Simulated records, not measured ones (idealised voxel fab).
Herein follows the process module entitled voxel lift off.
The cross-section shown here is cut; it is 300 nm wide and divided into square cells measuring 5 nm on a side.
When this document writes out a cross-section, it uses a grid of square cells and lists it as bands, beginning at the top and moving down, with a band standing for one or more rows of cells.
Each band's line starts with the height of the band's top and of its bottom, in nm. Then come its materials from left to right, each with its width in nm. One material with "full width" fills the band from edge to edge. "blank" is empty space.
Below 0: as-received wafer, all one material; heights counted from there. Lowest band: no bottom, goes on down, written "top 0, no bottom".
A two-number width, for instance "30->40", indicates that the width is equal to the first number in the top row of the band and to the second number in the bottom row, and that it changes by a constant amount per row of cells.
Where a step carries "nothing altered", the cross-section came out of it unchanged, cell for cell.
"Enclosed internal voids" - sealed voids, min. 8 cells, no opening to top; format: width x height at distance (distance from left edge; nm throughout).
It should be noted that, on the line of a given step, the content following the step's settings is a remark produced by the simulator itself with respect to that step.
overlay nm: for a step with a mask, the amount by which the mask lay right of where it was planned; a negative amount means left of it.

-- The process steps that were planned are listed below
1. RECEIVE,material Si
2. CONFORMAL_DEP,material Al2O3,thk nm 10
3. PATTERN,tone open,mask id LINES,material resist,width nm 20,pitch nm 35,thk nm 30,overlay nm 0
4. DIRECTIONAL_DEP,material Ru,thk nm 15
5. STRIP,etch materials resist
6. CONFORMAL_DEP,material SiCN,thk nm 10

-- First of two wafers, with the run carried out as planned

-- As-received state of the wafer in cross-section, equivalent to post-step 1
    top 0, no bottom = Si full width
    Enclosed internal voids: none

-- After step 2, in cross-section
    top 10, bottom 0 = Al2O3 full width
    Whatever lies below 0 is exactly as it was before.

-- After step 3, in cross-section
    top 40, bottom 10 = resist (120) | blank (20) | resist (15) | blank (20) | resist (125)
    Whatever lies below 10 is exactly as it was before.

-- After step 4, in cross-section
    top 55, bottom 40 = Ru (120) | blank (20) | Ru (15) | blank (20) | Ru (125)
    top 40, bottom 25 = resist (120) | blank (20) | resist (15) | blank (20) | resist (125)
    top 25, bottom 10 = resist (120) | Ru (20) | resist (15) | Ru (20) | resist (125)
    Whatever lies below 10 is exactly as it was before.

-- After step 5, in cross-section
    top 25, bottom 10 = blank (120) | Ru (20) | blank (15) | Ru (20) | blank (125)
    Whatever lies below 10 is exactly as it was before.

-- After step 6, in cross-section
    top 35, bottom 25 = blank (110) | SiCN (75) | blank (115)
    top 25, bottom 20 = blank (110) | SiCN (10) | Ru (20) | SiCN (15) | Ru (20) | SiCN (10) | blank (115)
    top 20, bottom 10 = SiCN (120) | Ru (20) | SiCN (15) | Ru (20) | SiCN (125)
    Whatever lies below 10 is exactly as it was before.

-- Second wafer: same start and same plan as the first, one execution error; identical to the first through step 4

-- Cross-section of the second wafer when, according to plan, step 5 should have finished
    top 25, bottom 10 = blank (120) | Ru (20) | blank (15) | Ru (20) | blank (125)
    Whatever lies below 10 is exactly as it was before.

-- Cross-section of the second wafer when, according to plan, step 6 should have finished
    top 35, bottom 25 = blank (110) | SiCN (75) | blank (115)
    top 25, bottom 20 = blank (110) | SiCN (10) | Ru (20) | SiCN (15) | Ru (20) | SiCN (10) | blank (115)
    top 20, bottom 10 = SiCN (120) | Ru (20) | SiCN (15) | Ru (20) | SiCN (125)
    Whatever lies below 10 is exactly as it was before.
Deviation noted in wafer processing: it should be noted that step 5 of the plan was executed twice
Outcome: the two wafer cross-sections end up identical, and the model's computation is unaffected by the mistake.
